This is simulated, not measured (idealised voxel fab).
Module name: voxel self aligned contacts (process module)
FYI the section here is cut, 200 nm wide, cells are 5 nm squares.
Heads up, the way a cross-section reads in here is a grid of square cells, handed over as bands from the top down, with every band being one or more rows of cells.
Per band: top height and bottom height in nm, followed by the left-to-right materials and their widths in nm; "everywhere" marks a single material spanning edge to edge, "air" marks empty space.
Convention: height 0 is the level below which the wafer, as received, is all one material. The lowest band does not terminate at the bottom but continues downward, represented as "top 0, no bottom".
It should be noted that a width expressed as "30 to 40" varies in equal increments from row to row of cells within the band, taking the value of the first number at the top row and that of the second number at the bottom row.
A step reported as "left unchanged" is a step in which no cell of the cross-section changed.
Enclosed voids (no open way to top), threshold 8 cells or more, entry "Closed void entries", notation width x height at distance, distance from left edge, nm.
Formally, on a step line, whatever follows the settings is a remark that the simulator itself makes on the step.
overlay nm: mask right of planned place by this much (step with mask). Neg. = left.
**This section lists the process steps that were planned**
1: RECEIVE | material Si
2: OXIDIZE | depth nm 5
3: DIRECTIONAL_DEP | material polySi | thk nm 25
4: DIRECTIONAL_DEP | material SiN | thk nm 20
5: DIRECTIONAL_DEP | material aC | thk nm 10
6: PATTERN | tone cover | mask id GATE | material resist | width nm 30 | pitch nm 65 | thk nm 30 | overlay nm 0
7: DIRECTIONAL_ETCH | etch materials aC | depth nm 10
8: STRIP | etch materials resist
9: DIRECTIONAL_ETCH | etch materials SiN | depth nm 20
10: DIRECTIONAL_ETCH | etch materials polySi | depth nm 25
11: STRIP | etch materials aC
12: CONFORMAL_DEP | material SiN | thk nm 10
13: DIRECTIONAL_ETCH | etch materials SiN | depth nm 10
14: FILL_DEP | material SiO2 | thk nm 15
15: CMP | height nm 55
16: DIRECTIONAL_DEP | material aC | thk nm 15
17: PATTERN | tone open | mask id CONTACT | material resist | width nm 45 | thk nm 30 | overlay nm 0
18: DIRECTIONAL_ETCH | etch materials aC | depth nm 15
19: STRIP | etch materials resist
20: DIRECTIONAL_ETCH | etch materials SiO2 | depth nm 60
21: STRIP | etch materials aC
22: CONFORMAL_DEP | material TiN | thk nm 5
23: FILL_DEP | material Ru | thk nm 5
24: CMP | height nm 55
25: CONFORMAL_DEP | material SiCN | thk nm 5
**Received-state cross-section, reflecting completion of step 1**
- top 0, no bottom  Si everywhere
- Closed void entries: none
**Cross-sectional result after module completion. Note: starting condition and plan are unchanged from above; one processing mistake was made**
- top 60, bottom 55  polySi everywhere
- top 55, bottom 45  SiO2 (75), then TiN (5 to 20), then Ru (35 to 5), then TiN (5 to 20), then SiO2 (80)
- top 45, bottom 25  SiO2 (40), then SiN (50), then TiN (5), then Ru (5), then TiN (5), then SiN (50), then SiO2 (45)
- top 25, bottom 0  SiO2 (40), then SiN (10), then polySi (30), then SiN (10), then TiN (5), then Ru (5), then TiN (5), then SiN (10), then polySi (30), then SiN (10), then SiO2 (45)
- top 0, bottom -5  SiO2 (90), then TiN (15), then SiO2 (95)
- top -5, no bottom  Si everywhere
- Closed void entries: none
What was done differently from what was planned? step 25, actual vs plan mismatch, actual run CONFORMAL_DEP | material polySi | thk nm 5
